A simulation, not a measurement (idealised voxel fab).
process module | voxel released beams
cross-section cut | 295 nm wide | cells 5 nm
A cross-section is a grid of square cells, given in bands from the top down. A band is one or more rows of cells.
Each band's line starts with the height of the band's top and of its bottom, in nm. Then come its materials from left to right, each with its width in nm. One material with "throughout" fills the band from edge to edge. "air" is empty space.
Height 0 is the level under which the wafer as received is all one material. The lowest band goes on downwards, as in "0 down".
A width such as "30 to 40" changes by the same amount from each row of cells to the next, from the band's top row to its bottom row.
"no change" after a step means that no cell of the cross-section changed.
closed voids: empty space of 8 cells or more with no open way to the top, each as width x height at its distance from the left edge, in nm
after a step's settings: what the simulator itself notes on the step
overlay nm, on a step with a mask: how far to the right of its planned place the mask lay; to the left if negative
plan
1 op RECEIVE | material Si
2 op CONFORMAL_DEP | material SiN | thk nm 5
3 op DIRECTIONAL_DEP | material SiO2 | thk nm 10
4 op MASKED_ETCH | tone open | mask id ANCHOR | width nm 45 | etch materials SiO2 | depth nm 10 | overlay nm 0
5 op CONFORMAL_DEP | material TiN | thk nm 15
6 op PATTERN | tone cover | mask id BEAM | material resist | width nm 105 | thk nm 15 | overlay nm 0
7 op DIRECTIONAL_ETCH | etch materials TiN | depth nm 15
8 op STRIP | etch materials resist
9 op STRIP | etch materials SiO2
first wafer, as planned
as received, after step 1
  0 down: Si throughout
  closed voids: none
after step 2
  5 to 0: SiN throughout
  below 0: unchanged
after step 3
  15 to 5: SiO2 throughout
  below 5: unchanged
after step 4
  15 to 5: SiO2 95 | air 45 | SiO2 155
  below 5: unchanged
after step 5
  30 to 20: TiN 110 | air 15 | TiN 170
  20 to 15: TiN throughout
  15 to 5: SiO2 95 | TiN 45 | SiO2 155
  below 5: unchanged
after step 6
  45 to 30: air 90 | resist 105 | air 100
  30 to 20: TiN 110 | resist 15 | TiN 170
  below 20: unchanged
after step 7
  45 to 30: air 90 | resist 105 | air 100
  30 to 20: air 90 | TiN 20 | resist 15 | TiN 70 | air 100
  20 to 15: air 90 | TiN 105 | air 100
  below 15: unchanged
after step 8
  30 to 20: air 90 | TiN 20 | air 15 | TiN 70 | air 100
  below 20: unchanged
after step 9
  30 to 20: air 90 | TiN 20 | air 15 | TiN 70 | air 100
  20 to 15: air 90 | TiN 105 | air 100
  15 to 5: air 95 | TiN 45 | air 155
  below 5: unchanged
second wafer: like start, like plan, one mistake. Through step 5 it matches the first wafer
when step 6 should have ended
  45 to 30: air 85 | resist 105 | air 105
  30 to 20: TiN 110 | resist 15 | TiN 170
  below 20: unchanged
when step 7 should have ended
  45 to 30: air 85 | resist 105 | air 105
  30 to 20: air 85 | TiN 25 | resist 15 | TiN 65 | air 105
  20 to 15: air 85 | TiN 105 | air 105
  below 15: unchanged
when step 8 should have ended
  30 to 20: air 85 | TiN 25 | air 15 | TiN 65 | air 105
  below 20: unchanged
when step 9 should have ended
  30 to 20: air 85 | TiN 25 | air 15 | TiN 65 | air 105
  20 to 15: air 85 | TiN 105 | air 105
  15 to 5: air 95 | TiN 45 | air 155
  below 5: unchanged
what went wrong: step 6 ran as: op PATTERN | tone cover | mask id BEAM | material resist | width nm 105 | thk nm 15 | overlay nm -5
at the end the second wafer has, in cells: as many of each material as the first, in other places
